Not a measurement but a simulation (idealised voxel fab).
The following is a process module called voxel fin reveal.
The width of the displayed cross-section, cut, is 250 nm; its cells are square, with a size of 5 nm.
Format of a cross-section: grid, square cells. Given as bands. Order: top down. Band: one or more rows of cells. A band entry consists of two parts. The first gives the height of the band's top and the height of its bottom, in nm. The rest lists the band's materials from left to right, each with its width in nm. A single material labelled with the word "all across" fills the band from edge to edge, and the word "air" marks empty space. Basically, 0 is our baseline, since under it the wafer straight out of the box is all one material. The bottom band has no lower end and keeps on going down, so it looks like "0 down". Width spec "30->40" -> top row of cells at first value, bottom row at second value, equal per-row change in between. The cross-section has no changed cell in any step marked "stayed the same". Enclosed internal cavities: empty space of 8 cells or more with no open way to the top, each as width x height at its distance from the left edge, in nm. Where a step's line continues beyond its settings, the continuation is a remark by the simulator itself on that step. Each step line may optionally specify "overlay nm", which for a step with a mask gives the rightward distance between the mask's planned place and where it lay, a negative value indicating the leftward direction.

## Process steps foreseen in the plan
1,RECEIVE with material Si
2,CONFORMAL_DEP with material SiN, thk nm 10
3,PATTERN with tone cover, mask id FINS, material resist, width nm 15, pitch nm 35, thk nm 20, overlay nm 0
4,DIRECTIONAL_ETCH with etch materials SiN, depth nm 10
5,DIRECTIONAL_ETCH with etch materials Si, depth nm 35
6,STRIP with etch materials resist
7,FILL_DEP with material SiO2, thk nm 10
8,CMP with height nm 10
9,SELECTIVE_ETCH with etch materials SiO2, depth nm 25
10,STRIP with etch materials SiN
11,CONFORMAL_DEP with material HfO2, thk nm 5

## Cross-section of the wafer at receipt, which is the condition after step 1
0 down: Si all across
Enclosed internal cavities: none

## Wafer at module end, in section. Began as above, planned as above, run with one mistake
0 to -15: air 65 nm, Si 15 nm, air 20 nm, Si 15 nm, air 20 nm, Si 15 nm, air 20 nm, Si 15 nm, air 65 nm
-15 to -35: SiO2 65 nm, Si 15 nm, SiO2 20 nm, Si 15 nm, SiO2 20 nm, Si 15 nm, SiO2 20 nm, Si 15 nm, SiO2 65 nm
-35 down: Si all across
Enclosed internal cavities: none
Processing error: not run: step 11 of the plan (skipped)
